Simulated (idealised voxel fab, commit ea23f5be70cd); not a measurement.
process module | voxel lift off
cross-section cut | 185 nm wide | cells 5 nm
A cross-section is a grid of square cells, given in bands from the top down. A band is one or more rows of cells.
Each band's line starts with the height of the band's top and of its bottom, in nm. Then come its materials from left to right, each with its width in nm. One material with "throughout" fills the band from edge to edge. "air" is empty space.
Height 0 is the level under which the wafer as received is all one material. The lowest band goes on downwards, as in "0 down".
A width such as "30 to 40" changes by the same amount from each row of cells to the next, from the band's top row to its bottom row.
"no change" after a step means that no cell of the cross-section changed.
closed voids: empty space of 8 cells or more with no open way to the top, each as width x height at its distance from the left edge, in nm
after a step's settings: what the simulator itself notes on the step
overlay nm, on a step with a mask: how far to the right of its planned place the mask lay; to the left if negative
plan
1 op RECEIVE | material Si
2 op CONFORMAL_DEP | material SiN | thk nm 10
3 op PATTERN | tone open | mask id LINES | material resist | width nm 20 | pitch nm 40 | thk nm 20 | overlay nm 0
4 op DIRECTIONAL_DEP | material Ru | thk nm 5
5 op STRIP | etch materials resist
6 op CONFORMAL_DEP | material SiN | thk nm 10
as received, after step 1
  0 down: Si throughout
  closed voids: none
first wafer at the end, as planned
  25 to 20: air 50 | SiN 80 | air 55
  20 to 15: SiN throughout
  15 to 10: SiN 60 | Ru 20 | SiN 20 | Ru 20 | SiN 65
  10 to 0: SiN throughout
  0 down: Si throughout
  closed voids: none
second wafer at the end: like start, like plan, one mistake
  25 to 20: air 50 | SiN 80 | air 55
  20 to 0: SiN throughout
  0 down: Si throughout
  closed voids: none
what went wrong: step 4 ran as: op DIRECTIONAL_DEP | material SiN | thk nm 5
at the end the second wafer has, in cells: 8 fewer of Ru | 8 more of SiN
